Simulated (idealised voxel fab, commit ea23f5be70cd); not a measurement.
Presented below is a process module, voxel gate over fins.
Displayed cross-section: cut, width of 170 nm, square cells sized 5 nm.
A cross-section is written here as square cells arranged in a grid, and it is given in bands from the top down, each band taking up one or more rows of cells. Top height, bottom height, nm. Materials left to right, width each, nm. Single material + "edge to edge" = fills band edge to edge. "blank" = empty. The reference from which all heights are counted is 0, the level beneath which the as-received wafer is entirely one material; the lowest band, having no lower bound, proceeds downward and is written after the example "top 0, no bottom". So if you see something like "30 to 40" for the width, read it as the top row of the band sitting at the first number and the bottom row at the second, with every row in between moving by the same amount as the last. Any step labelled "no modifications" changed none of the cells in the cross-section. Empty spaces counting at least 8 cells and having no open way to the top are listed in "Sealed void listing". The notation width x height at distance is used for each, the distance being from the left edge and all three values in nm. Post-settings text on a step line: simulator's own remark regarding the step. overlay nm: right-of-plan distance of the mask on a masked step; negative values mean left-of-plan.

## Here's what the planned process steps look like
1 op RECEIVE | material Si
2 op CONFORMAL_DEP | material SiN | thk nm 5
3 op DIRECTIONAL_DEP | material aC | thk nm 15
4 op PATTERN | tone cover | mask id FINS | material resist | width nm 15 | pitch nm 50 | thk nm 30 | overlay nm 0
5 op DIRECTIONAL_ETCH | etch materials aC | depth nm 15
6 op STRIP | etch materials resist
7 op DIRECTIONAL_ETCH | etch materials SiN | depth nm 5
8 op DIRECTIONAL_ETCH | etch materials Si | depth nm 30
9 op STRIP | etch materials aC
10 op FILL_DEP | material SiO2 | thk nm 5
11 op CMP | height nm 5
12 op DIRECTIONAL_DEP | material aC | thk nm 10
13 op PATTERN | tone open | mask id RAIL | material resist | width nm 15 | thk nm 30 | overlay nm 0
14 op DIRECTIONAL_ETCH | etch materials aC | depth nm 10
15 op STRIP | etch materials resist
16 op DIRECTIONAL_ETCH | etch materials SiO2 | depth nm 30
17 op STRIP | etch materials aC
18 op CONFORMAL_DEP | material TiN | thk nm 5
19 op FILL_DEP | material W | thk nm 5
20 op CMP | height nm 5
21 op SELECTIVE_ETCH | etch materials W Ru TiN | depth nm 25
22 op FILL_DEP | material SiO2 | thk nm 5
23 op CMP | height nm 5
24 op SELECTIVE_ETCH | etch materials SiO2 | depth nm 20
25 op STRIP | etch materials SiN
26 op CONFORMAL_DEP | material HfO2 | thk nm 5
27 op CONFORMAL_DEP | material TiN | thk nm 5
28 op FILL_DEP | material W | thk nm 10
29 op CMP | height nm 15
30 op CONFORMAL_DEP | material SiN | thk nm 10

## On the first of the two wafers: run conducted according to plan

## Incoming wafer, cross-sectional view, post step 1
	top 0, no bottom = Si edge to edge
	Sealed void listing: none

## You're looking at a cross-section of the wafer after step 2
	top 5, bottom 0 = SiN edge to edge
	Heights below 0 show no change.

## You're looking at a cross-section of the wafer after step 3
	top 20, bottom 5 = aC edge to edge
	Heights below 5 show no change.

## You're looking at a cross-section of the wafer after step 4
	top 50, bottom 20 = 50 of blank; 15 of resist; 35 of blank; 15 of resist; 55 of blank
	Heights below 20 show no change.

## You're looking at a cross-section of the wafer after step 5
	top 35, bottom 20 = 50 of blank; 15 of resist; 35 of blank; 15 of resist; 55 of blank
	top 20, bottom 5 = 50 of blank; 15 of aC; 35 of blank; 15 of aC; 55 of blank
	Heights below 5 show no change.

## You're looking at a cross-section of the wafer after step 6
	top 20, bottom 5 = 50 of blank; 15 of aC; 35 of blank; 15 of aC; 55 of blank
	Heights below 5 show no change.

## You're looking at a cross-section of the wafer after step 7
	top 20, bottom 5 = 50 of blank; 15 of aC; 35 of blank; 15 of aC; 55 of blank
	top 5, bottom 0 = 50 of blank; 15 of SiN; 35 of blank; 15 of SiN; 55 of blank
	Heights below 0 show no change.

## You're looking at a cross-section of the wafer after step 8
	top 20, bottom 5 = 50 of blank; 15 of aC; 35 of blank; 15 of aC; 55 of blank
	top 5, bottom 0 = 50 of blank; 15 of SiN; 35 of blank; 15 of SiN; 55 of blank
	top 0, bottom -30 = 50 of blank; 15 of Si; 35 of blank; 15 of Si; 55 of blank
	Heights below -30 show no change.

## You're looking at a cross-section of the wafer after step 9
	top 5, bottom 0 = 50 of blank; 15 of SiN; 35 of blank; 15 of SiN; 55 of blank
	Heights below 0 show no change.

## You're looking at a cross-section of the wafer after step 10
	top 10, bottom 5 = SiO2 edge to edge
	top 5, bottom 0 = 50 of SiO2; 15 of SiN; 35 of SiO2; 15 of SiN; 55 of SiO2
	top 0, bottom -30 = 50 of SiO2; 15 of Si; 35 of SiO2; 15 of Si; 55 of SiO2
	Heights below -30 show no change.

## You're looking at a cross-section of the wafer after step 11
	top 5, bottom 0 = 50 of SiO2; 15 of SiN; 35 of SiO2; 15 of SiN; 55 of SiO2
	Heights below 0 show no change.

## You're looking at a cross-section of the wafer after step 12
	top 15, bottom 5 = aC edge to edge
	Heights below 5 show no change.

## You're looking at a cross-section of the wafer after step 13
	top 45, bottom 15 = 75 of resist; 15 of blank; 80 of resist
	Heights below 15 show no change.

## You're looking at a cross-section of the wafer after step 14
	top 35, bottom 15 = 75 of resist; 15 of blank; 80 of resist
	top 15, bottom 5 = 75 of aC; 15 of blank; 80 of aC
	Heights below 5 show no change.

## You're looking at a cross-section of the wafer after step 15
	top 15, bottom 5 = 75 of aC; 15 of blank; 80 of aC
	Heights below 5 show no change.

## You're looking at a cross-section of the wafer after step 16
	top 15, bottom 5 = 75 of aC; 15 of blank; 80 of aC
	top 5, bottom 0 = 50 of SiO2; 15 of SiN; 10 of SiO2; 15 of blank; 10 of SiO2; 15 of SiN; 55 of SiO2
	top 0, bottom -25 = 50 of SiO2; 15 of Si; 10 of SiO2; 15 of blank; 10 of SiO2; 15 of Si; 55 of SiO2
	Heights below -25 show no change.

## You're looking at a cross-section of the wafer after step 17
	top 5, bottom 0 = 50 of SiO2; 15 of SiN; 10 of SiO2; 15 of blank; 10 of SiO2; 15 of SiN; 55 of SiO2
	Heights below 0 show no change.

## You're looking at a cross-section of the wafer after step 18
	top 10, bottom 5 = 80 of TiN; 5 of blank; 85 of TiN
	top 5, bottom 0 = 50 of SiO2; 15 of SiN; 10 of SiO2; 5 of TiN; 5 of blank; 5 of TiN; 10 of SiO2; 15 of SiN; 55 of SiO2
	top 0, bottom -20 = 50 of SiO2; 15 of Si; 10 of SiO2; 5 of TiN; 5 of blank; 5 of TiN; 10 of SiO2; 15 of Si; 55 of SiO2
	top -20, bottom -25 = 50 of SiO2; 15 of Si; 10 of SiO2; 15 of TiN; 10 of SiO2; 15 of Si; 55 of SiO2
	Heights below -25 show no change.

## You're looking at a cross-section of the wafer after step 19
	top 15, bottom 10 = W edge to edge
	top 10, bottom 5 = 80 of TiN; 5 of W; 85 of TiN
	top 5, bottom 0 = 50 of SiO2; 15 of SiN; 10 of SiO2; 5 of TiN; 5 of W; 5 of TiN; 10 of SiO2; 15 of SiN; 55 of SiO2
	top 0, bottom -20 = 50 of SiO2; 15 of Si; 10 of SiO2; 5 of TiN; 5 of W; 5 of TiN; 10 of SiO2; 15 of Si; 55 of SiO2
	Heights below -20 show no change.

## You're looking at a cross-section of the wafer after step 20
	top 5, bottom 0 = 50 of SiO2; 15 of SiN; 10 of SiO2; 5 of TiN; 5 of W; 5 of TiN; 10 of SiO2; 15 of SiN; 55 of SiO2
	Heights below 0 show no change.

## You're looking at a cross-section of the wafer after step 21
	top 5, bottom 0 = 50 of SiO2; 15 of SiN; 10 of SiO2; 15 of blank; 10 of SiO2; 15 of SiN; 55 of SiO2
	top 0, bottom -20 = 50 of SiO2; 15 of Si; 10 of SiO2; 15 of blank; 10 of SiO2; 15 of Si; 55 of SiO2
	Heights below -20 show no change.

## You're looking at a cross-section of the wafer after step 22
	top 10, bottom 5 = SiO2 edge to edge
	top 5, bottom 0 = 50 of SiO2; 15 of SiN; 35 of SiO2; 15 of SiN; 55 of SiO2
	top 0, bottom -20 = 50 of SiO2; 15 of Si; 35 of SiO2; 15 of Si; 55 of SiO2
	Heights below -20 show no change.

## You're looking at a cross-section of the wafer after step 23
	top 5, bottom 0 = 50 of SiO2; 15 of SiN; 35 of SiO2; 15 of SiN; 55 of SiO2
	Heights below 0 show no change.

## You're looking at a cross-section of the wafer after step 24
	top 5, bottom 0 = 50 of blank; 15 of SiN; 35 of blank; 15 of SiN; 55 of blank
	top 0, bottom -15 = 50 of blank; 15 of Si; 35 of blank; 15 of Si; 55 of blank
	Heights below -15 show no change.

## You're looking at a cross-section of the wafer after step 25
	top 0, bottom -15 = 50 of blank; 15 of Si; 35 of blank; 15 of Si; 55 of blank
	Heights below -15 show no change.

## You're looking at a cross-section of the wafer after step 26
	top 5, bottom 0 = 45 of blank; 25 of HfO2; 25 of blank; 25 of HfO2; 50 of blank
	top 0, bottom -10 = 45 of blank; 5 of HfO2; 15 of Si; 5 of HfO2; 25 of blank; 5 of HfO2; 15 of Si; 5 of HfO2; 50 of blank
	top -10, bottom -15 = 50 of HfO2; 15 of Si; 35 of HfO2; 15 of Si; 55 of HfO2
	Heights below -15 show no change.

## You're looking at a cross-section of the wafer after step 27
	top 10, bottom 5 = 40 of blank; 35 of TiN; 15 of blank; 35 of TiN; 45 of blank
	top 5, bottom 0 = 40 of blank; 5 of TiN; 25 of HfO2; 5 of TiN; 15 of blank; 5 of TiN; 25 of HfO2; 5 of TiN; 45 of blank
	top 0, bottom -5 = 40 of blank; 5 of TiN; 5 of HfO2; 15 of Si; 5 of HfO2; 5 of TiN; 15 of blank; 5 of TiN; 5 of HfO2; 15 of Si; 5 of HfO2; 5 of TiN; 45 of blank
	top -5, bottom -10 = 45 of TiN; 5 of HfO2; 15 of Si; 5 of HfO2; 25 of TiN; 5 of HfO2; 15 of Si; 5 of HfO2; 50 of TiN
	Heights below -10 show no change.

## You're looking at a cross-section of the wafer after step 28
	top 20, bottom 10 = W edge to edge
	top 10, bottom 5 = 40 of W; 35 of TiN; 15 of W; 35 of TiN; 45 of W
	top 5, bottom 0 = 40 of W; 5 of TiN; 25 of HfO2; 5 of TiN; 15 of W; 5 of TiN; 25 of HfO2; 5 of TiN; 45 of W
	top 0, bottom -5 = 40 of W; 5 of TiN; 5 of HfO2; 15 of Si; 5 of HfO2; 5 of TiN; 15 of W; 5 of TiN; 5 of HfO2; 15 of Si; 5 of HfO2; 5 of TiN; 45 of W
	Heights below -5 show no change.

## You're looking at a cross-section of the wafer after step 29
	top 15, bottom 10 = W edge to edge
	Heights below 10 show no change.

## You're looking at a cross-section of the wafer after step 30
	top 25, bottom 15 = SiN edge to edge
	Heights below 15 show no change.

## What follows concerns the second wafer, which started out like the first and was meant to follow the very same plan; one mistake crept in when it was run, but everything up to and including step 12 is the same as for the first wafer

## Cross-sectional representation of the second wafer at the time designated in the plan for the completion of step 13
	top 45, bottom 15 = 70 of resist; 15 of blank; 85 of resist
	Heights below 15 show no change.

## Cross-sectional representation of the second wafer at the time designated in the plan for the completion of step 14
	top 35, bottom 15 = 70 of resist; 15 of blank; 85 of resist
	top 15, bottom 5 = 70 of aC; 15 of blank; 85 of aC
	Heights below 5 show no change.

## Cross-sectional representation of the second wafer at the time designated in the plan for the completion of step 15
	top 15, bottom 5 = 70 of aC; 15 of blank; 85 of aC
	Heights below 5 show no change.

## Cross-sectional representation of the second wafer at the time designated in the plan for the completion of step 16
	top 15, bottom 5 = 70 of aC; 15 of blank; 85 of aC
	top 5, bottom 0 = 50 of SiO2; 15 of SiN; 5 of SiO2; 15 of blank; 15 of SiO2; 15 of SiN; 55 of SiO2
	top 0, bottom -25 = 50 of SiO2; 15 of Si; 5 of SiO2; 15 of blank; 15 of SiO2; 15 of Si; 55 of SiO2
	Heights below -25 show no change.

## Cross-sectional representation of the second wafer at the time designated in the plan for the completion of step 17
	top 5, bottom 0 = 50 of SiO2; 15 of SiN; 5 of SiO2; 15 of blank; 15 of SiO2; 15 of SiN; 55 of SiO2
	Heights below 0 show no change.

## Cross-sectional representation of the second wafer at the time designated in the plan for the completion of step 18
	top 10, bottom 5 = 75 of TiN; 5 of blank; 90 of TiN
	top 5, bottom 0 = 50 of SiO2; 15 of SiN; 5 of SiO2; 5 of TiN; 5 of blank; 5 of TiN; 15 of SiO2; 15 of SiN; 55 of SiO2
	top 0, bottom -20 = 50 of SiO2; 15 of Si; 5 of SiO2; 5 of TiN; 5 of blank; 5 of TiN; 15 of SiO2; 15 of Si; 55 of SiO2
	top -20, bottom -25 = 50 of SiO2; 15 of Si; 5 of SiO2; 15 of TiN; 15 of SiO2; 15 of Si; 55 of SiO2
	Heights below -25 show no change.

## Cross-sectional representation of the second wafer at the time designated in the plan for the completion of step 19
	top 15, bottom 10 = W edge to edge
	top 10, bottom 5 = 75 of TiN; 5 of W; 90 of TiN
	top 5, bottom 0 = 50 of SiO2; 15 of SiN; 5 of SiO2; 5 of TiN; 5 of W; 5 of TiN; 15 of SiO2; 15 of SiN; 55 of SiO2
	top 0, bottom -20 = 50 of SiO2; 15 of Si; 5 of SiO2; 5 of TiN; 5 of W; 5 of TiN; 15 of SiO2; 15 of Si; 55 of SiO2
	Heights below -20 show no change.

## Cross-sectional representation of the second wafer at the time designated in the plan for the completion of step 20
	top 5, bottom 0 = 50 of SiO2; 15 of SiN; 5 of SiO2; 5 of TiN; 5 of W; 5 of TiN; 15 of SiO2; 15 of SiN; 55 of SiO2
	Heights below 0 show no change.

## Cross-sectional representation of the second wafer at the time designated in the plan for the completion of step 21
	top 5, bottom 0 = 50 of SiO2; 15 of SiN; 5 of SiO2; 15 of blank; 15 of SiO2; 15 of SiN; 55 of SiO2
	top 0, bottom -20 = 50 of SiO2; 15 of Si; 5 of SiO2; 15 of blank; 15 of SiO2; 15 of Si; 55 of SiO2
	Heights below -20 show no change.

## Cross-sectional representation of the second wafer at the time designated in the plan for the completion of step 22
	top 10, bottom 5 = SiO2 edge to edge
	top 5, bottom 0 = 50 of SiO2; 15 of SiN; 35 of SiO2; 15 of SiN; 55 of SiO2
	top 0, bottom -20 = 50 of SiO2; 15 of Si; 35 of SiO2; 15 of Si; 55 of SiO2
	Heights below -20 show no change.

## Cross-sectional representation of the second wafer at the time designated in the plan for the completion of step 23
	top 5, bottom 0 = 50 of SiO2; 15 of SiN; 35 of SiO2; 15 of SiN; 55 of SiO2
	Heights below 0 show no change.

## Cross-sectional representation of the second wafer at the time designated in the plan for the completion of step 24
	top 5, bottom 0 = 50 of blank; 15 of SiN; 35 of blank; 15 of SiN; 55 of blank
	top 0, bottom -15 = 50 of blank; 15 of Si; 35 of blank; 15 of Si; 55 of blank
	Heights below -15 show no change.

## Cross-sectional representation of the second wafer at the time designated in the plan for the completion of step 25
	top 0, bottom -15 = 50 of blank; 15 of Si; 35 of blank; 15 of Si; 55 of blank
	Heights below -15 show no change.

## Cross-sectional representation of the second wafer at the time designated in the plan for the completion of step 26
	top 5, bottom 0 = 45 of blank; 25 of HfO2; 25 of blank; 25 of HfO2; 50 of blank
	top 0, bottom -10 = 45 of blank; 5 of HfO2; 15 of Si; 5 of HfO2; 25 of blank; 5 of HfO2; 15 of Si; 5 of HfO2; 50 of blank
	top -10, bottom -15 = 50 of HfO2; 15 of Si; 35 of HfO2; 15 of Si; 55 of HfO2
	Heights below -15 show no change.

## Cross-sectional representation of the second wafer at the time designated in the plan for the completion of step 27
	top 10, bottom 5 = 40 of blank; 35 of TiN; 15 of blank; 35 of TiN; 45 of blank
	top 5, bottom 0 = 40 of blank; 5 of TiN; 25 of HfO2; 5 of TiN; 15 of blank; 5 of TiN; 25 of HfO2; 5 of TiN; 45 of blank
	top 0, bottom -5 = 40 of blank; 5 of TiN; 5 of HfO2; 15 of Si; 5 of HfO2; 5 of TiN; 15 of blank; 5 of TiN; 5 of HfO2; 15 of Si; 5 of HfO2; 5 of TiN; 45 of blank
	top -5, bottom -10 = 45 of TiN; 5 of HfO2; 15 of Si; 5 of HfO2; 25 of TiN; 5 of HfO2; 15 of Si; 5 of HfO2; 50 of TiN
	Heights below -10 show no change.

## Cross-sectional representation of the second wafer at the time designated in the plan for the completion of step 28
	top 20, bottom 10 = W edge to edge
	top 10, bottom 5 = 40 of W; 35 of TiN; 15 of W; 35 of TiN; 45 of W
	top 5, bottom 0 = 40 of W; 5 of TiN; 25 of HfO2; 5 of TiN; 15 of W; 5 of TiN; 25 of HfO2; 5 of TiN; 45 of W
	top 0, bottom -5 = 40 of W; 5 of TiN; 5 of HfO2; 15 of Si; 5 of HfO2; 5 of TiN; 15 of W; 5 of TiN; 5 of HfO2; 15 of Si; 5 of HfO2; 5 of TiN; 45 of W
	Heights below -5 show no change.

## Cross-sectional representation of the second wafer at the time designated in the plan for the completion of step 29
	top 15, bottom 10 = W edge to edge
	Heights below 10 show no change.

## Cross-sectional representation of the second wafer at the time designated in the plan for the completion of step 30
	top 25, bottom 15 = SiN edge to edge
	Heights below 15 show no change.
what went wrong: step 13 deviated from plan and actually ran as op PATTERN | tone open | mask id RAIL | material resist | width nm 15 | thk nm 30 | overlay nm -5
The two final wafers agree on how many cells each material fills and disagree on which cells those are.
